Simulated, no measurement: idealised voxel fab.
process module | voxel capacitor over wiring
cross-section cut | 270 nm wide | cells 5 nm
A cross-section is a grid of square cells, given in bands from the top down. A band is one or more rows of cells.
Each band's line starts with the height of the band's top and of its bottom, in nm. Then come its materials from left to right, each with its width in nm. One material with "throughout" fills the band from edge to edge. "air" is empty space.
Height 0 is the level under which the wafer as received is all one material. The lowest band goes on downwards, as in "0 down".
A width such as "30 to 40" changes by the same amount from each row of cells to the next, from the band's top row to its bottom row.
"no change" after a step means that no cell of the cross-section changed.
closed voids: empty space of 8 cells or more with no open way to the top, each as width x height at its distance from the left edge, in nm
after a step's settings: what the simulator itself notes on the step
overlay nm, on a step with a mask: how far to the right of its planned place the mask lay; to the left if negative
plan
1 op RECEIVE | material Si
2 op CONFORMAL_DEP | material SiO2 | thk nm 15
3 op CONFORMAL_DEP | material SiCN | thk nm 5
4 op DIRECTIONAL_DEP | material lowk | thk nm 25
5 op MASKED_ETCH | tone open | mask id METAL_1 | width nm 20 | pitch nm 90 | etch materials lowk | depth nm 25 | overlay nm 0
6 op MASKED_ETCH | tone open | mask id METAL_1 | width nm 20 | pitch nm 90 | etch materials SiCN | depth nm 5 | overlay nm 0
7 op CONFORMAL_DEP | material TiN | thk nm 5
8 op FILL_DEP | material W | thk nm 5
9 op CMP | height nm 45
10 op CONFORMAL_DEP | material SiCN | thk nm 5
11 op DIRECTIONAL_DEP | material lowk | thk nm 20
12 op MASKED_ETCH | tone open | mask id PLUG_1 | width nm 15 | etch materials lowk | depth nm 20 | overlay nm 0
13 op MASKED_ETCH | tone open | mask id PLUG_1 | width nm 15 | etch materials SiCN | depth nm 5 | overlay nm 0
14 op CONFORMAL_DEP | material TiN | thk nm 5
15 op FILL_DEP | material Ru | thk nm 5
16 op CMP | height nm 70
17 op DIRECTIONAL_DEP | material TiN | thk nm 10
18 op DIRECTIONAL_DEP | material HfO2 | thk nm 5
19 op DIRECTIONAL_DEP | material TiN | thk nm 10
20 op MASKED_ETCH | tone cover | mask id UPPER_PLATE | width nm 75 | etch materials TiN | depth nm 10 | overlay nm 0
21 op MASKED_ETCH | tone cover | mask id UPPER_PLATE | width nm 75 | etch materials HfO2 | depth nm 5 | overlay nm 0
22 op PATTERN | tone cover | mask id LOWER_PLATE | material resist | width nm 85 | thk nm 15 | overlay nm 0
23 op DIRECTIONAL_ETCH | etch materials TiN | depth nm 10
24 op STRIP | etch materials resist
25 op FILL_DEP | material SiO2 | thk nm 15
26 op CMP | height nm 105
27 op DIRECTIONAL_DEP | material aC | thk nm 10
28 op PATTERN | tone open | mask id PLUG_2 | material resist | width nm 15 | thk nm 30 | overlay nm 0
29 op DIRECTIONAL_ETCH | etch materials aC | depth nm 10
30 op STRIP | etch materials resist
31 op DIRECTIONAL_ETCH | etch materials SiO2 | depth nm 10
32 op STRIP | etch materials aC
33 op CONFORMAL_DEP | material TiN | thk nm 5
34 op FILL_DEP | material Ru | thk nm 5
35 op CMP | height nm 105
36 op CONFORMAL_DEP | material SiN | thk nm 5
first wafer, as planned
as received, after step 1
  0 down: Si throughout
  closed voids: none
after step 2
  15 to 0: SiO2 throughout
  below 0: unchanged
after step 3
  20 to 15: SiCN throughout
  below 15: unchanged
after step 4
  45 to 20: lowk throughout
  below 20: unchanged
after step 5
  45 to 20: lowk 80 | air 20 | lowk 70 | air 20 | lowk 80
  below 20: unchanged
after step 6
  45 to 20: lowk 80 | air 20 | lowk 70 | air 20 | lowk 80
  20 to 15: SiCN 80 | air 20 | SiCN 70 | air 20 | SiCN 80
  below 15: unchanged
after step 7
  50 to 45: TiN 85 | air 10 | TiN 80 | air 10 | TiN 85
  45 to 20: lowk 80 | TiN 5 | air 10 | TiN 5 | lowk 70 | TiN 5 | air 10 | TiN 5 | lowk 80
  20 to 15: SiCN 80 | TiN 20 | SiCN 70 | TiN 20 | SiCN 80
  below 15: unchanged
after step 8
  55 to 50: W throughout
  50 to 45: TiN 85 | W 10 | TiN 80 | W 10 | TiN 85
  45 to 20: lowk 80 | TiN 5 | W 10 | TiN 5 | lowk 70 | TiN 5 | W 10 | TiN 5 | lowk 80
  below 20: unchanged
after step 9
  45 to 20: lowk 80 | TiN 5 | W 10 | TiN 5 | lowk 70 | TiN 5 | W 10 | TiN 5 | lowk 80
  below 20: unchanged
after step 10
  50 to 45: SiCN throughout
  below 45: unchanged
after step 11
  70 to 50: lowk throughout
  below 50: unchanged
after step 12
  70 to 50: lowk 85 | air 15 | lowk 170
  below 50: unchanged
after step 13
  70 to 50: lowk 85 | air 15 | lowk 170
  50 to 45: SiCN 85 | air 15 | SiCN 170
  below 45: unchanged
after step 14
  75 to 70: TiN 90 | air 5 | TiN 175
  70 to 50: lowk 85 | TiN 5 | air 5 | TiN 5 | lowk 170
  50 to 45: SiCN 85 | TiN 15 | SiCN 170
  below 45: unchanged
after step 15
  80 to 75: Ru throughout
  75 to 70: TiN 90 | Ru 5 | TiN 175
  70 to 50: lowk 85 | TiN 5 | Ru 5 | TiN 5 | lowk 170
  below 50: unchanged
after step 16
  70 to 50: lowk 85 | TiN 5 | Ru 5 | TiN 5 | lowk 170
  below 50: unchanged
after step 17
  80 to 70: TiN throughout
  below 70: unchanged
after step 18
  85 to 80: HfO2 throughout
  below 80: unchanged
after step 19
  95 to 85: TiN throughout
  below 85: unchanged
after step 20
  95 to 85: air 85 | TiN 75 | air 110
  below 85: unchanged
after step 21
  95 to 85: air 85 | TiN 75 | air 110
  85 to 80: air 85 | HfO2 75 | air 110
  below 80: unchanged
after step 22
  110 to 95: air 80 | resist 85 | air 105
  95 to 85: air 80 | resist 5 | TiN 75 | resist 5 | air 105
  85 to 80: air 80 | resist 5 | HfO2 75 | resist 5 | air 105
  below 80: unchanged
after step 23
  110 to 95: air 80 | resist 85 | air 105
  95 to 85: air 80 | resist 5 | TiN 75 | resist 5 | air 105
  85 to 80: air 80 | resist 5 | HfO2 75 | resist 5 | air 105
  80 to 70: air 80 | TiN 85 | air 105
  below 70: unchanged
after step 24
  95 to 85: air 85 | TiN 75 | air 110
  85 to 80: air 85 | HfO2 75 | air 110
  below 80: unchanged
after step 25
  110 to 95: SiO2 throughout
  95 to 85: SiO2 85 | TiN 75 | SiO2 110
  85 to 80: SiO2 85 | HfO2 75 | SiO2 110
  80 to 70: SiO2 80 | TiN 85 | SiO2 105
  below 70: unchanged
after step 26
  105 to 95: SiO2 throughout
  below 95: unchanged
after step 27
  115 to 105: aC throughout
  below 105: unchanged
after step 28
  145 to 115: resist 95 | air 15 | resist 160
  below 115: unchanged
after step 29
  135 to 115: resist 95 | air 15 | resist 160
  115 to 105: aC 95 | air 15 | aC 160
  below 105: unchanged
after step 30
  115 to 105: aC 95 | air 15 | aC 160
  below 105: unchanged
after step 31
  115 to 105: aC 95 | air 15 | aC 160
  105 to 95: SiO2 95 | air 15 | SiO2 160
  below 95: unchanged
after step 32
  105 to 95: SiO2 95 | air 15 | SiO2 160
  below 95: unchanged
after step 33
  110 to 105: TiN 100 | air 5 | TiN 165
  105 to 100: SiO2 95 | TiN 5 | air 5 | TiN 5 | SiO2 160
  100 to 95: SiO2 95 | TiN 15 | SiO2 160
  below 95: unchanged
after step 34
  115 to 110: Ru throughout
  110 to 105: TiN 100 | Ru 5 | TiN 165
  105 to 100: SiO2 95 | TiN 5 | Ru 5 | TiN 5 | SiO2 160
  below 100: unchanged
after step 35
  105 to 100: SiO2 95 | TiN 5 | Ru 5 | TiN 5 | SiO2 160
  below 100: unchanged
after step 36
  110 to 105: SiN throughout
  below 105: unchanged
second wafer: like start, like plan, one mistake. Through step 1 it matches the first wafer
when step 2 should have ended
  30 to 0: SiO2 throughout
  below 0: unchanged
when step 3 should have ended
  35 to 30: SiCN throughout
  below 30: unchanged
when step 4 should have ended
  60 to 35: lowk throughout
  below 35: unchanged
when step 5 should have ended
  60 to 35: lowk 80 | air 20 | lowk 70 | air 20 | lowk 80
  below 35: unchanged
when step 6 should have ended
  60 to 35: lowk 80 | air 20 | lowk 70 | air 20 | lowk 80
  35 to 30: SiCN 80 | air 20 | SiCN 70 | air 20 | SiCN 80
  below 30: unchanged
when step 7 should have ended
  65 to 60: TiN 85 | air 10 | TiN 80 | air 10 | TiN 85
  60 to 35: lowk 80 | TiN 5 | air 10 | TiN 5 | lowk 70 | TiN 5 | air 10 | TiN 5 | lowk 80
  35 to 30: SiCN 80 | TiN 20 | SiCN 70 | TiN 20 | SiCN 80
  below 30: unchanged
when step 8 should have ended
  70 to 65: W throughout
  65 to 60: TiN 85 | W 10 | TiN 80 | W 10 | TiN 85
  60 to 35: lowk 80 | TiN 5 | W 10 | TiN 5 | lowk 70 | TiN 5 | W 10 | TiN 5 | lowk 80
  below 35: unchanged
when step 9 should have ended
  45 to 35: lowk 80 | TiN 5 | W 10 | TiN 5 | lowk 70 | TiN 5 | W 10 | TiN 5 | lowk 80
  below 35: unchanged
when step 10 should have ended
  50 to 45: SiCN throughout
  below 45: unchanged
when step 11 should have ended
  70 to 50: lowk throughout
  below 50: unchanged
when step 12 should have ended
  70 to 50: lowk 85 | air 15 | lowk 170
  below 50: unchanged
when step 13 should have ended
  70 to 50: lowk 85 | air 15 | lowk 170
  50 to 45: SiCN 85 | air 15 | SiCN 170
  below 45: unchanged
when step 14 should have ended
  75 to 70: TiN 90 | air 5 | TiN 175
  70 to 50: lowk 85 | TiN 5 | air 5 | TiN 5 | lowk 170
  50 to 45: SiCN 85 | TiN 15 | SiCN 170
  below 45: unchanged
when step 15 should have ended
  80 to 75: Ru throughout
  75 to 70: TiN 90 | Ru 5 | TiN 175
  70 to 50: lowk 85 | TiN 5 | Ru 5 | TiN 5 | lowk 170
  below 50: unchanged
when step 16 should have ended
  70 to 50: lowk 85 | TiN 5 | Ru 5 | TiN 5 | lowk 170
  below 50: unchanged
when step 17 should have ended
  80 to 70: TiN throughout
  below 70: unchanged
when step 18 should have ended
  85 to 80: HfO2 throughout
  below 80: unchanged
when step 19 should have ended
  95 to 85: TiN throughout
  below 85: unchanged
when step 20 should have ended
  95 to 85: air 85 | TiN 75 | air 110
  below 85: unchanged
when step 21 should have ended
  95 to 85: air 85 | TiN 75 | air 110
  85 to 80: air 85 | HfO2 75 | air 110
  below 80: unchanged
when step 22 should have ended
  110 to 95: air 80 | resist 85 | air 105
  95 to 85: air 80 | resist 5 | TiN 75 | resist 5 | air 105
  85 to 80: air 80 | resist 5 | HfO2 75 | resist 5 | air 105
  below 80: unchanged
when step 23 should have ended
  110 to 95: air 80 | resist 85 | air 105
  95 to 85: air 80 | resist 5 | TiN 75 | resist 5 | air 105
  85 to 80: air 80 | resist 5 | HfO2 75 | resist 5 | air 105
  80 to 70: air 80 | TiN 85 | air 105
  below 70: unchanged
when step 24 should have ended
  95 to 85: air 85 | TiN 75 | air 110
  85 to 80: air 85 | HfO2 75 | air 110
  below 80: unchanged
when step 25 should have ended
  110 to 95: SiO2 throughout
  95 to 85: SiO2 85 | TiN 75 | SiO2 110
  85 to 80: SiO2 85 | HfO2 75 | SiO2 110
  80 to 70: SiO2 80 | TiN 85 | SiO2 105
  below 70: unchanged
when step 26 should have ended
  105 to 95: SiO2 throughout
  below 95: unchanged
when step 27 should have ended
  115 to 105: aC throughout
  below 105: unchanged
when step 28 should have ended
  145 to 115: resist 95 | air 15 | resist 160
  below 115: unchanged
when step 29 should have ended
  135 to 115: resist 95 | air 15 | resist 160
  115 to 105: aC 95 | air 15 | aC 160
  below 105: unchanged
when step 30 should have ended
  115 to 105: aC 95 | air 15 | aC 160
  below 105: unchanged
when step 31 should have ended
  115 to 105: aC 95 | air 15 | aC 160
  105 to 95: SiO2 95 | air 15 | SiO2 160
  below 95: unchanged
when step 32 should have ended
  105 to 95: SiO2 95 | air 15 | SiO2 160
  below 95: unchanged
when step 33 should have ended
  110 to 105: TiN 100 | air 5 | TiN 165
  105 to 100: SiO2 95 | TiN 5 | air 5 | TiN 5 | SiO2 160
  100 to 95: SiO2 95 | TiN 15 | SiO2 160
  below 95: unchanged
when step 34 should have ended
  115 to 110: Ru throughout
  110 to 105: TiN 100 | Ru 5 | TiN 165
  105 to 100: SiO2 95 | TiN 5 | Ru 5 | TiN 5 | SiO2 160
  below 100: unchanged
when step 35 should have ended
  105 to 100: SiO2 95 | TiN 5 | Ru 5 | TiN 5 | SiO2 160
  below 100: unchanged
when step 36 should have ended
  110 to 105: SiN throughout
  below 105: unchanged
what went wrong: step 2 was run twice
at the end the second wafer has, in cells: 162 more of SiO2 | 12 fewer of TiN | 12 fewer of W | 138 fewer of lowk
